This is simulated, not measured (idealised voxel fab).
The process module presented herein is designated voxel air gaps.
Shown is cross-section cut, with a width of 210 nm and square cells of size 5 nm.
We lay out every cross-section as a grid of square cells and spell it out in bands from the top down, where one band means one or more rows of cells. Within each band entry, the heights of the top and of the bottom of the band appear first, in that order and in nm; the materials of the band then follow from left to right, each with its corresponding width in nm. The designation "full width" on a single material indicates that it fills the band from edge to edge; the designation "air" indicates empty space. Measure heights from 0. That's the level where, below it, the as-received wafer is all one material. The lowest band is bottomless and extends downward; write it as in "0 down". With a width like "30->40", each row of cells in the band differs from the next by the same amount, the top row carrying the first number and the bottom row the second. For the purposes of this document, the phrase "left unchanged" attached to a step denotes that no cell within the cross-section was modified by that step. This entry, "Completely enclosed voids", enumerates those empty regions of no fewer than 8 cells that possess no open connection to the top. Each region is reported in the form width x height at distance, the distance being taken from the left edge, with all three quantities expressed in nm. Whatever follows a step's settings on its line is a remark the simulator itself makes about that step. "overlay nm", when on a step's line for a step with a mask, measures how far to the right of its planned place the mask lay; a negative measure means to the left.
## Set out below are the planned steps of the process
1) op RECEIVE | material Si
2) op CONFORMAL_DEP | material SiO2 | thk nm 10
3) op CONFORMAL_DEP | material SiN | thk nm 5
4) op DIRECTIONAL_DEP | material lowk | thk nm 35
5) op DIRECTIONAL_DEP | material aC | thk nm 15
6) op PATTERN | tone open | mask id LINES | material resist | width nm 15 | pitch nm 45 | thk nm 30 | overlay nm 0
7) op DIRECTIONAL_ETCH | etch materials aC | depth nm 15
8) op STRIP | etch materials resist
9) op DIRECTIONAL_ETCH | etch materials lowk | depth nm 35
10) op STRIP | etch materials aC
11) op CONFORMAL_DEP | material TiN | thk nm 5
12) op FILL_DEP | material Ru | thk nm 5
13) op CMP | height nm 50
14) op EPI | material Ru | thk nm 10
15) op SELECTIVE_ETCH | etch materials lowk | depth nm 45
16) op CONFORMAL_DEP | material SiCN | thk nm 5
## Of two wafers, the first: run according to plan
## Here's what the wafer looked like in cross-section when it arrived - that's after step 1
- 0 down | Si full width
- Completely enclosed voids: none
## So this is the wafer cross-section right after step 2
- 10 to 0 | SiO2 full width
- Under 0: no change, same as before.
## So this is the wafer cross-section right after step 3
- 15 to 10 | SiN full width
- Under 10: no change, same as before.
## So this is the wafer cross-section right after step 4
- 50 to 15 | lowk full width
- Under 15: no change, same as before.
## So this is the wafer cross-section right after step 5
- 65 to 50 | aC full width
- Under 50: no change, same as before.
## So this is the wafer cross-section right after step 6
- 95 to 65 | 30 of resist  15 of air  30 of resist  15 of air  30 of resist  15 of air  30 of resist  15 of air  30 of resist
- Under 65: no change, same as before.
## So this is the wafer cross-section right after step 7
- 80 to 65 | 30 of resist  15 of air  30 of resist  15 of air  30 of resist  15 of air  30 of resist  15 of air  30 of resist
- 65 to 50 | 30 of aC  15 of air  30 of aC  15 of air  30 of aC  15 of air  30 of aC  15 of air  30 of aC
- Under 50: no change, same as before.
## So this is the wafer cross-section right after step 8
- 65 to 50 | 30 of aC  15 of air  30 of aC  15 of air  30 of aC  15 of air  30 of aC  15 of air  30 of aC
- Under 50: no change, same as before.
## So this is the wafer cross-section right after step 9
- 65 to 50 | 30 of aC  15 of air  30 of aC  15 of air  30 of aC  15 of air  30 of aC  15 of air  30 of aC
- 50 to 15 | 30 of lowk  15 of air  30 of lowk  15 of air  30 of lowk  15 of air  30 of lowk  15 of air  30 of lowk
- Under 15: no change, same as before.
## So this is the wafer cross-section right after step 10
- 50 to 15 | 30 of lowk  15 of air  30 of lowk  15 of air  30 of lowk  15 of air  30 of lowk  15 of air  30 of lowk
- Under 15: no change, same as before.
## So this is the wafer cross-section right after step 11
- 55 to 50 | 35 of TiN  5 of air  40 of TiN  5 of air  40 of TiN  5 of air  40 of TiN  5 of air  35 of TiN
- 50 to 20 | 30 of lowk  5 of TiN  5 of air  5 of TiN  30 of lowk  5 of TiN  5 of air  5 of TiN  30 of lowk  5 of TiN  5 of air  5 of TiN  30 of lowk  5 of TiN  5 of air  5 of TiN  30 of lowk
- 20 to 15 | 30 of lowk  15 of TiN  30 of lowk  15 of TiN  30 of lowk  15 of TiN  30 of lowk  15 of TiN  30 of lowk
- Under 15: no change, same as before.
## So this is the wafer cross-section right after step 12
- 60 to 55 | Ru full width
- 55 to 50 | 35 of TiN  5 of Ru  40 of TiN  5 of Ru  40 of TiN  5 of Ru  40 of TiN  5 of Ru  35 of TiN
- 50 to 20 | 30 of lowk  5 of TiN  5 of Ru  5 of TiN  30 of lowk  5 of TiN  5 of Ru  5 of TiN  30 of lowk  5 of TiN  5 of Ru  5 of TiN  30 of lowk  5 of TiN  5 of Ru  5 of TiN  30 of lowk
- Under 20: no change, same as before.
## So this is the wafer cross-section right after step 13
- 50 to 20 | 30 of lowk  5 of TiN  5 of Ru  5 of TiN  30 of lowk  5 of TiN  5 of Ru  5 of TiN  30 of lowk  5 of TiN  5 of Ru  5 of TiN  30 of lowk  5 of TiN  5 of Ru  5 of TiN  30 of lowk
- Under 20: no change, same as before.
## So this is the wafer cross-section right after step 14
- 60 to 50 | 20 of air  35 of Ru  10 of air  35 of Ru  10 of air  35 of Ru  10 of air  35 of Ru  20 of air
- Under 50: no change, same as before.
## So this is the wafer cross-section right after step 15
- 60 to 50 | 20 of air  35 of Ru  10 of air  35 of Ru  10 of air  35 of Ru  10 of air  35 of Ru  20 of air
- 50 to 20 | 30 of air  5 of TiN  5 of Ru  5 of TiN  30 of air  5 of TiN  5 of Ru  5 of TiN  30 of air  5 of TiN  5 of Ru  5 of TiN  30 of air  5 of TiN  5 of Ru  5 of TiN  30 of air
- 20 to 15 | 30 of air  15 of TiN  30 of air  15 of TiN  30 of air  15 of TiN  30 of air  15 of TiN  30 of air
- Under 15: no change, same as before.
## So this is the wafer cross-section right after step 16
- 65 to 60 | 15 of air  180 of SiCN  15 of air
- 60 to 50 | 15 of air  5 of SiCN  35 of Ru  10 of SiCN  35 of Ru  10 of SiCN  35 of Ru  10 of SiCN  35 of Ru  5 of SiCN  15 of air
- 50 to 45 | 15 of air  15 of SiCN  5 of TiN  5 of Ru  5 of TiN  30 of SiCN  5 of TiN  5 of Ru  5 of TiN  30 of SiCN  5 of TiN  5 of Ru  5 of TiN  30 of SiCN  5 of TiN  5 of Ru  5 of TiN  15 of SiCN  15 of air
- 45 to 20 | 25 of air  5 of SiCN  5 of TiN  5 of Ru  5 of TiN  5 of SiCN  20 of air  5 of SiCN  5 of TiN  5 of Ru  5 of TiN  5 of SiCN  20 of air  5 of SiCN  5 of TiN  5 of Ru  5 of TiN  5 of SiCN  20 of air  5 of SiCN  5 of TiN  5 of Ru  5 of TiN  5 of SiCN  25 of air
- 20 to 15 | 30 of SiCN  15 of TiN  30 of SiCN  15 of TiN  30 of SiCN  15 of TiN  30 of SiCN  15 of TiN  30 of SiCN
- Under 15: no change, same as before.
- Completely enclosed voids: 20 x 25 at 50; 20 x 25 at 95; 20 x 25 at 140
## Second wafer, same starting state and plan as the first, one mistake in the run, identical through step 2
Second wafer, section view, time point: scheduled end of step 3: left unchanged
## Second wafer, section view, time point: scheduled end of step 4
- 45 to 10 | lowk full width
- Under 10: no change, same as before.
## Second wafer, section view, time point: scheduled end of step 5
- 60 to 45 | aC full width
- Under 45: no change, same as before.
## Second wafer, section view, time point: scheduled end of step 6
- 90 to 60 | 30 of resist  15 of air  30 of resist  15 of air  30 of resist  15 of air  30 of resist  15 of air  30 of resist
- Under 60: no change, same as before.
## Second wafer, section view, time point: scheduled end of step 7
- 75 to 60 | 30 of resist  15 of air  30 of resist  15 of air  30 of resist  15 of air  30 of resist  15 of air  30 of resist
- 60 to 45 | 30 of aC  15 of air  30 of aC  15 of air  30 of aC  15 of air  30 of aC  15 of air  30 of aC
- Under 45: no change, same as before.
## Second wafer, section view, time point: scheduled end of step 8
- 60 to 45 | 30 of aC  15 of air  30 of aC  15 of air  30 of aC  15 of air  30 of aC  15 of air  30 of aC
- Under 45: no change, same as before.
## Second wafer, section view, time point: scheduled end of step 9
- 60 to 45 | 30 of aC  15 of air  30 of aC  15 of air  30 of aC  15 of air  30 of aC  15 of air  30 of aC
- 45 to 10 | 30 of lowk  15 of air  30 of lowk  15 of air  30 of lowk  15 of air  30 of lowk  15 of air  30 of lowk
- Under 10: no change, same as before.
## Second wafer, section view, time point: scheduled end of step 10
- 45 to 10 | 30 of lowk  15 of air  30 of lowk  15 of air  30 of lowk  15 of air  30 of lowk  15 of air  30 of lowk
- Under 10: no change, same as before.
## Second wafer, section view, time point: scheduled end of step 11
- 50 to 45 | 35 of TiN  5 of air  40 of TiN  5 of air  40 of TiN  5 of air  40 of TiN  5 of air  35 of TiN
- 45 to 15 | 30 of lowk  5 of TiN  5 of air  5 of TiN  30 of lowk  5 of TiN  5 of air  5 of TiN  30 of lowk  5 of TiN  5 of air  5 of TiN  30 of lowk  5 of TiN  5 of air  5 of TiN  30 of lowk
- 15 to 10 | 30 of lowk  15 of TiN  30 of lowk  15 of TiN  30 of lowk  15 of TiN  30 of lowk  15 of TiN  30 of lowk
- Under 10: no change, same as before.
## Second wafer, section view, time point: scheduled end of step 12
- 55 to 50 | Ru full width
- 50 to 45 | 35 of TiN  5 of Ru  40 of TiN  5 of Ru  40 of TiN  5 of Ru  40 of TiN  5 of Ru  35 of TiN
- 45 to 15 | 30 of lowk  5 of TiN  5 of Ru  5 of TiN  30 of lowk  5 of TiN  5 of Ru  5 of TiN  30 of lowk  5 of TiN  5 of Ru  5 of TiN  30 of lowk  5 of TiN  5 of Ru  5 of TiN  30 of lowk
- Under 15: no change, same as before.
## Second wafer, section view, time point: scheduled end of step 13
- 50 to 45 | 35 of TiN  5 of Ru  40 of TiN  5 of Ru  40 of TiN  5 of Ru  40 of TiN  5 of Ru  35 of TiN
- Under 45: no change, same as before.
## Second wafer, section view, time point: scheduled end of step 14
- 60 to 50 | Ru full width
- Under 50: no change, same as before.
Second wafer, section view, time point: scheduled end of step 15: left unchanged
## Second wafer, section view, time point: scheduled end of step 16
- 65 to 60 | SiCN full width
- Under 60: no change, same as before.
What broke from the plan during processing? step 3 of the plan: omitted, not performed
Materials where the second wafer ends with more or fewer cells than the first: +32 Ru | -104 SiCN | -42 SiN | +38 TiN | +210 lowk
Long story short, the first wafer ends with 3 closed voids and the second one with 0.
